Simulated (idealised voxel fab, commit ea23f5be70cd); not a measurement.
The process module that follows is named voxel gate over fins.
255 nm wide, 5 nm square cells: that's cross-section cut.
Think of the cross-section as a grid of square cells. We describe it in bands, top to bottom, and each band covers one or more rows of those cells.
Band: top and bottom heights (nm) first, top before bottom; then materials from left to right, widths in nm. "all across" marks a sole material filling the band edge to edge. "air" denotes empty space.
Height 0 is the level under which the wafer as received is all one material. The lowest band goes on downwards, as in "0 -> down".
So if you see something like "30 to 40" for the width, read it as the top row of the band sitting at the first number and the bottom row at the second, with every row in between moving by the same amount as the last.
Reading "changes: none" for a step: not a cell of the cross-section changed in it.
Heads up: "Closed-off voids" only lists the empty pockets with no open path to the top that are 8 cells or more, and it writes them as width x height at distance, distance from the left edge, in nm.
Note: text after step settings on the step line = simulator remark on that step.
A step's line can hold "overlay nm"; with a mask on that step, the setting says how far right of the planned place the mask lay, while a negative setting says it lay to the left.
### Process steps - plan
1: RECEIVE | material Si
2: CONFORMAL_DEP | material SiN | thk nm 5
3: PATTERN | tone cover | mask id FINS | material resist | width nm 15 | pitch nm 35 | thk nm 20 | overlay nm 0
4: DIRECTIONAL_ETCH | etch materials SiN | depth nm 5
5: DIRECTIONAL_ETCH | etch materials Si | depth nm 40
6: STRIP | etch materials resist
7: OXIDIZE | depth nm 5
8: FILL_DEP | material SiO2 | thk nm 10
9: CMP | height nm 5
10: SELECTIVE_ETCH | etch materials SiO2 | depth nm 15
11: STRIP | etch materials SiN
12: CONFORMAL_DEP | material HfO2 | thk nm 5
13: CONFORMAL_DEP | material TiN | thk nm 5
14: CONFORMAL_DEP | material TiAl | thk nm 5
15: CONFORMAL_DEP | material TiN | thk nm 5
16: FILL_DEP | material W | thk nm 15
17: CMP | height nm 30
18: CONFORMAL_DEP | material SiCN | thk nm 10
### Wafer cross-section on receipt, i.e. after step 1
* 0 -> down  Si all across
* Closed-off voids: none
### Cross-section, end of module. Start: as above. Plan: as above. Execution: one mistake
* 40 -> 30  SiCN all across
* 30 -> 20  W all across
* 20 -> 15  W (50) | TiAl (150) | W (55)
* 15 -> 10  W (50) | TiAl (5) | TiN (140) | TiAl (5) | W (55)
* 10 -> 5  TiAl (55) | TiN (140) | TiAl (60)
* 5 -> 0  TiN (65) | HfO2 (15) | TiN (20) | HfO2 (15) | TiN (20) | HfO2 (15) | TiN (20) | HfO2 (15) | TiN (70)
* 0 -> -5  TiN (65) | HfO2 (5) | Si (5) | HfO2 (5) | TiN (20) | HfO2 (5) | Si (5) | HfO2 (5) | TiN (20) | HfO2 (5) | Si (5) | HfO2 (5) | TiN (20) | HfO2 (5) | Si (5) | HfO2 (5) | TiN (70)
* -5 -> -10  HfO2 (70) | Si (5) | HfO2 (30) | Si (5) | HfO2 (30) | Si (5) | HfO2 (30) | Si (5) | HfO2 (75)
* -10 -> -45  SiO2 (70) | Si (5) | SiO2 (30) | Si (5) | SiO2 (30) | Si (5) | SiO2 (30) | Si (5) | SiO2 (75)
* -45 -> down  Si all across
* Closed-off voids: none
Short version of what went wrong: the run placed steps 14 and 15 each in the position the plan gave to the other
